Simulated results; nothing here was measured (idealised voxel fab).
Module name: voxel tone inversion (process module)
We display cut, a cross-section 220 nm in width whose square cells are each 5 nm.
Think of the cross-section as a grid of square cells. We describe it in bands, top to bottom, and each band covers one or more rows of those cells.
Heads up on the band format: heights come first, top then bottom, in nm. After that it's the materials left to right, each with its width in nm. A single material flagged "edge to edge" fills the whole band edge to edge, and "air" means there's empty space there.
Heights from 0 (as-received wafer is one material below). Bottom band endless downward, as "0 -> down".
A width given as "30->40" starts at the first number in the band's top row and ends at the second number in its bottom row, shifting by an equal amount at every step from row to row.
Take "nothing changed" at face value: in the step it is given for, the cross-section changed in none of its cells.
Basically, "Enclosed cavity list" tells you about the enclosed voids: empty spaces with no open way to the top, 8 cells or bigger, each written width x height at distance, where distance is from the left edge, all in nm.
On each step's line, the part that comes after the settings is the simulator's own comment on the step.
The optional step-line setting "overlay nm" applies to steps with a mask and quantifies how far to the right of its planned location the mask lay, a negative value indicating leftward placement.

# plan
- 1: RECEIVE [material Si]
- 2: CONFORMAL_DEP [material SiN] [thk nm 5]
- 3: DIRECTIONAL_DEP [material aC] [thk nm 20]
- 4: PATTERN [tone cover] [mask id POSTS] [material resist] [width nm 20] [pitch nm 40] [thk nm 30] [overlay nm 0]
- 5: DIRECTIONAL_ETCH [etch materials aC] [depth nm 20]
- 6: STRIP [etch materials resist]
- 7: FILL_DEP [material lowk] [thk nm 5]
- 8: CMP [height nm 25]
- 9: STRIP [etch materials aC]
- 10: CONFORMAL_DEP [material TiN] [thk nm 5]
- 11: FILL_DEP [material Cu] [thk nm 10]
- 12: CMP [height nm 25]
- 13: CONFORMAL_DEP [material SiCN] [thk nm 5]

# Wafer at receipt (post step 1), cross-section
    0 -> down: Si edge to edge
    Enclosed cavity list: none

# Looking at the first of two wafers in cross-section at end of module - ran to plan
    30 -> 25: SiCN edge to edge
    25 -> 10: 80 nm lowk, then 5 nm TiN, then 10 nm Cu, then 5 nm TiN, then 20 nm lowk, then 5 nm TiN, then 10 nm Cu, then 5 nm TiN, then 80 nm lowk
    10 -> 5: 80 nm lowk, then 20 nm TiN, then 20 nm lowk, then 20 nm TiN, then 80 nm lowk
    5 -> 0: SiN edge to edge
    0 -> down: Si edge to edge
    Enclosed cavity list: none

# What the second wafer looks like in cross-section once the module is done. Its start and its plan matched the first wafer's exactly; what differed was one mistake in how it was run
    30 -> 25: SiCN edge to edge
    25 -> 20: lowk edge to edge
    20 -> 5: 80 nm lowk, then 20 nm aC, then 20 nm lowk, then 20 nm aC, then 80 nm lowk
    5 -> 0: SiN edge to edge
    0 -> down: Si edge to edge
    Enclosed cavity list: none
Short version of what went wrong: off-plan run, step 3, actual operation and settings DIRECTIONAL_DEP [material aC] [thk nm 15]
Upon completion, the second wafer contains, in terms of cells, a greater or smaller amount of certain materials than the first wafer: Cu -12 | TiN -20 | aC +24 | lowk +8
